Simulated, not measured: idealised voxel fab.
process module | voxel lift off
cross-section cut | 165 nm wide | cells 5 nm
A cross-section is a grid of square cells, given in bands from the top down. A band is one or more rows of cells.
Each band's line starts with the height of the band's top and of its bottom, in nm. Then come its materials from left to right, each with its width in nm. One material with "throughout" fills the band from edge to edge. "air" is empty space.
Height 0 is the level under which the wafer as received is all one material. The lowest band goes on downwards, as in "0 down".
A width such as "30 to 40" changes by the same amount from each row of cells to the next, from the band's top row to its bottom row.
"no change" after a step means that no cell of the cross-section changed.
closed voids: empty space of 8 cells or more with no open way to the top, each as width x height at its distance from the left edge, in nm
after a step's settings: what the simulator itself notes on the step
overlay nm, on a step with a mask: how far to the right of its planned place the mask lay; to the left if negative
plan
1 op RECEIVE | material Si
2 op CONFORMAL_DEP | material SiO2 | thk nm 15
3 op PATTERN | tone open | mask id LINES | material resist | width nm 30 | pitch nm 45 | thk nm 25 | overlay nm 0
4 op DIRECTIONAL_DEP | material Ru | thk nm 10
5 op STRIP | etch materials resist
6 op CONFORMAL_DEP | material SiO2 | thk nm 10
as received, after step 1
  0 down: Si throughout
  closed voids: none
a wafer at the end: this start, this plan, one mistake
  50 to 40: air 10 | SiO2 140 | air 15
  40 to 30: SiO2 20 | Ru 30 | SiO2 15 | Ru 30 | SiO2 15 | Ru 30 | SiO2 25
  30 to 0: SiO2 throughout
  0 down: Si throughout
  closed voids: none
what went wrong: step 2 was run twice
